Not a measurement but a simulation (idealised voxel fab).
Module name: voxel air gaps (process module)
Displayed cross-section: cut, width of 280 nm, square cells sized 5 nm.
Cross-section, as written here: a square-cell grid given band by band from the top down, where a band holds one or more rows of cells.
It is stipulated that each band's entry specify, in nanometres, the height of the top of the band and then that of its bottom, followed by the materials of the band in left-to-right sequence, each together with its width in nanometres. A single material marked by the word "edge to edge" is understood to fill the band from edge to edge; the word "empty" is understood to denote empty space.
Below 0: as-received wafer, all one material; heights counted from there. Lowest band: no bottom, goes on down, written "from 0 down".
Read "30 to 40" as a graded width: first number on top, second number at the bottom, same change between each pair of neighbouring rows.
Where the words "nothing was modified" appear for a step, the cross-section shows no cell changed by that step; every cell remained as before.
Reported under the label "Fully closed voids" are the empty spaces having no open way to the top and comprising 8 cells or more; the notation for each is width x height at distance, in which the distance is measured from the left edge and all three values are in nm.
Post-settings text on a step line: simulator's own remark regarding the step.
overlay nm: on a step with a mask, how far right of its planned place the mask lay; negative means left.

**Listed below are the process steps as planned**
step 1: RECEIVE: material Si
step 2: CONFORMAL_DEP: material SiO2, thk nm 10
step 3: CONFORMAL_DEP: material SiCN, thk nm 5
step 4: DIRECTIONAL_DEP: material lowk, thk nm 35
step 5: MASKED_ETCH: tone open, mask id LINES, width nm 15, pitch nm 40, etch materials lowk, depth nm 35, overlay nm 0
step 6: CONFORMAL_DEP: material TiN, thk nm 5
step 7: FILL_DEP: material W, thk nm 10
step 8: CMP: height nm 50
step 9: EPI: material Ru, thk nm 10
step 10: SELECTIVE_ETCH: etch materials lowk, depth nm 45
step 11: CONFORMAL_DEP: material SiCN, thk nm 5

**The first of a set of two wafers, run to plan**

**Incoming wafer in cross-section (state: after step 1)**
    from 0 down = Si edge to edge
    Fully closed voids: none

**The wafer, seen in cross-section, after step 2**
    from 10 to 0 = SiO2 edge to edge
    below 0: unchanged

**The wafer, seen in cross-section, after step 3**
    from 15 to 10 = SiCN edge to edge
    below 10: unchanged

**The wafer, seen in cross-section, after step 4**
    from 50 to 15 = lowk edge to edge
    below 15: unchanged

**The wafer, seen in cross-section, after step 5**
    from 50 to 15 = lowk 70 / empty 15 / lowk 25 / empty 15 / lowk 25 / empty 15 / lowk 25 / empty 15 / lowk 75
    below 15: unchanged

**The wafer, seen in cross-section, after step 6**
    from 55 to 50 = TiN 75 / empty 5 / TiN 35 / empty 5 / TiN 35 / empty 5 / TiN 35 / empty 5 / TiN 80
    from 50 to 20 = lowk 70 / TiN 5 / empty 5 / TiN 5 / lowk 25 / TiN 5 / empty 5 / TiN 5 / lowk 25 / TiN 5 / empty 5 / TiN 5 / lowk 25 / TiN 5 / empty 5 / TiN 5 / lowk 75
    from 20 to 15 = lowk 70 / TiN 15 / lowk 25 / TiN 15 / lowk 25 / TiN 15 / lowk 25 / TiN 15 / lowk 75
    below 15: unchanged

**The wafer, seen in cross-section, after step 7**
    from 65 to 55 = W edge to edge
    from 55 to 50 = TiN 75 / W 5 / TiN 35 / W 5 / TiN 35 / W 5 / TiN 35 / W 5 / TiN 80
    from 50 to 20 = lowk 70 / TiN 5 / W 5 / TiN 5 / lowk 25 / TiN 5 / W 5 / TiN 5 / lowk 25 / TiN 5 / W 5 / TiN 5 / lowk 25 / TiN 5 / W 5 / TiN 5 / lowk 75
    below 20: unchanged

**The wafer, seen in cross-section, after step 8**
    from 50 to 20 = lowk 70 / TiN 5 / W 5 / TiN 5 / lowk 25 / TiN 5 / W 5 / TiN 5 / lowk 25 / TiN 5 / W 5 / TiN 5 / lowk 25 / TiN 5 / W 5 / TiN 5 / lowk 75
    below 20: unchanged

**The wafer, seen in cross-section, after step 9**
    from 60 to 50 = empty 60 / Ru 35 / empty 5 / Ru 35 / empty 5 / Ru 35 / empty 5 / Ru 35 / empty 65
    below 50: unchanged

**The wafer, seen in cross-section, after step 10**
    from 60 to 50 = empty 60 / Ru 35 / empty 5 / Ru 35 / empty 5 / Ru 35 / empty 5 / Ru 35 / empty 65
    from 50 to 20 = empty 70 / TiN 5 / W 5 / TiN 5 / empty 25 / TiN 5 / W 5 / TiN 5 / empty 25 / TiN 5 / W 5 / TiN 5 / empty 25 / TiN 5 / W 5 / TiN 5 / empty 75
    from 20 to 15 = empty 70 / TiN 15 / empty 25 / TiN 15 / empty 25 / TiN 15 / empty 25 / TiN 15 / empty 75
    below 15: unchanged

**The wafer, seen in cross-section, after step 11**
    from 65 to 60 = empty 55 / SiCN 165 / empty 60
    from 60 to 50 = empty 55 / SiCN 5 / Ru 35 / SiCN 5 / Ru 35 / SiCN 5 / Ru 35 / SiCN 5 / Ru 35 / SiCN 5 / empty 60
    from 50 to 45 = empty 55 / SiCN 15 / TiN 5 / W 5 / TiN 5 / SiCN 25 / TiN 5 / W 5 / TiN 5 / SiCN 25 / TiN 5 / W 5 / TiN 5 / SiCN 25 / TiN 5 / W 5 / TiN 5 / SiCN 15 / empty 60
    from 45 to 20 = empty 65 / SiCN 5 / TiN 5 / W 5 / TiN 5 / SiCN 5 / empty 15 / SiCN 5 / TiN 5 / W 5 / TiN 5 / SiCN 5 / empty 15 / SiCN 5 / TiN 5 / W 5 / TiN 5 / SiCN 5 / empty 15 / SiCN 5 / TiN 5 / W 5 / TiN 5 / SiCN 5 / empty 70
    from 20 to 15 = SiCN 70 / TiN 15 / SiCN 25 / TiN 15 / SiCN 25 / TiN 15 / SiCN 25 / TiN 15 / SiCN 75
    below 15: unchanged
    Fully closed voids: 15 x 25 at 90; 15 x 25 at 130; 15 x 25 at 170

**Now the other wafer: same start, same recipe, but we messed up one thing when running it. Up to and including step 4 it's the same as the first one**

**Cross-section of the second wafer at the time step 5 of the plan should have ended**
    from 50 to 15 = lowk 65 / empty 25 / lowk 15 / empty 25 / lowk 15 / empty 25 / lowk 15 / empty 25 / lowk 70
    below 15: unchanged

**Cross-section of the second wafer at the time step 6 of the plan should have ended**
    from 55 to 50 = TiN 70 / empty 15 / TiN 25 / empty 15 / TiN 25 / empty 15 / TiN 25 / empty 15 / TiN 75
    from 50 to 20 = lowk 65 / TiN 5 / empty 15 / TiN 5 / lowk 15 / TiN 5 / empty 15 / TiN 5 / lowk 15 / TiN 5 / empty 15 / TiN 5 / lowk 15 / TiN 5 / empty 15 / TiN 5 / lowk 70
    from 20 to 15 = lowk 65 / TiN 25 / lowk 15 / TiN 25 / lowk 15 / TiN 25 / lowk 15 / TiN 25 / lowk 70
    below 15: unchanged

**Cross-section of the second wafer at the time step 7 of the plan should have ended**
    from 65 to 55 = W edge to edge
    from 55 to 50 = TiN 70 / W 15 / TiN 25 / W 15 / TiN 25 / W 15 / TiN 25 / W 15 / TiN 75
    from 50 to 20 = lowk 65 / TiN 5 / W 15 / TiN 5 / lowk 15 / TiN 5 / W 15 / TiN 5 / lowk 15 / TiN 5 / W 15 / TiN 5 / lowk 15 / TiN 5 / W 15 / TiN 5 / lowk 70
    below 20: unchanged

**Cross-section of the second wafer at the time step 8 of the plan should have ended**
    from 50 to 20 = lowk 65 / TiN 5 / W 15 / TiN 5 / lowk 15 / TiN 5 / W 15 / TiN 5 / lowk 15 / TiN 5 / W 15 / TiN 5 / lowk 15 / TiN 5 / W 15 / TiN 5 / lowk 70
    below 20: unchanged

**Cross-section of the second wafer at the time step 9 of the plan should have ended**
    from 60 to 50 = empty 55 / Ru 165 / empty 60
    below 50: unchanged

**Cross-section of the second wafer at the time step 10 of the plan should have ended**
    from 60 to 50 = empty 55 / Ru 165 / empty 60
    from 50 to 20 = empty 65 / TiN 5 / W 15 / TiN 5 / lowk 15 / TiN 5 / W 15 / TiN 5 / lowk 15 / TiN 5 / W 15 / TiN 5 / lowk 15 / TiN 5 / W 15 / TiN 5 / empty 70
    from 20 to 15 = empty 65 / TiN 25 / lowk 15 / TiN 25 / lowk 15 / TiN 25 / lowk 15 / TiN 25 / empty 70
    below 15: unchanged

**Cross-section of the second wafer at the time step 11 of the plan should have ended**
    from 65 to 60 = empty 50 / SiCN 175 / empty 55
    from 60 to 50 = empty 50 / SiCN 5 / Ru 165 / SiCN 5 / empty 55
    from 50 to 45 = empty 50 / SiCN 15 / TiN 5 / W 15 / TiN 5 / lowk 15 / TiN 5 / W 15 / TiN 5 / lowk 15 / TiN 5 / W 15 / TiN 5 / lowk 15 / TiN 5 / W 15 / TiN 5 / SiCN 15 / empty 55
    from 45 to 20 = empty 60 / SiCN 5 / TiN 5 / W 15 / TiN 5 / lowk 15 / TiN 5 / W 15 / TiN 5 / lowk 15 / TiN 5 / W 15 / TiN 5 / lowk 15 / TiN 5 / W 15 / TiN 5 / SiCN 5 / empty 65
    from 20 to 15 = SiCN 65 / TiN 25 / lowk 15 / TiN 25 / lowk 15 / TiN 25 / lowk 15 / TiN 25 / SiCN 70
    below 15: unchanged
Run error: it should be noted that step 5 was executed with settings other than those planned, the operation and settings actually applied being MASKED_ETCH: tone open, mask id LINES, width nm 25, pitch nm 40, etch materials lowk, depth nm 35, overlay nm 0
The second wafer ends with more or fewer cells of some materials than the first, per final count: 10 more of Ru, 66 fewer of SiCN, 8 more of TiN, 48 more of W, 63 more of lowk
Closed voids, final: 3 / 0 (first wafer / second wafer).
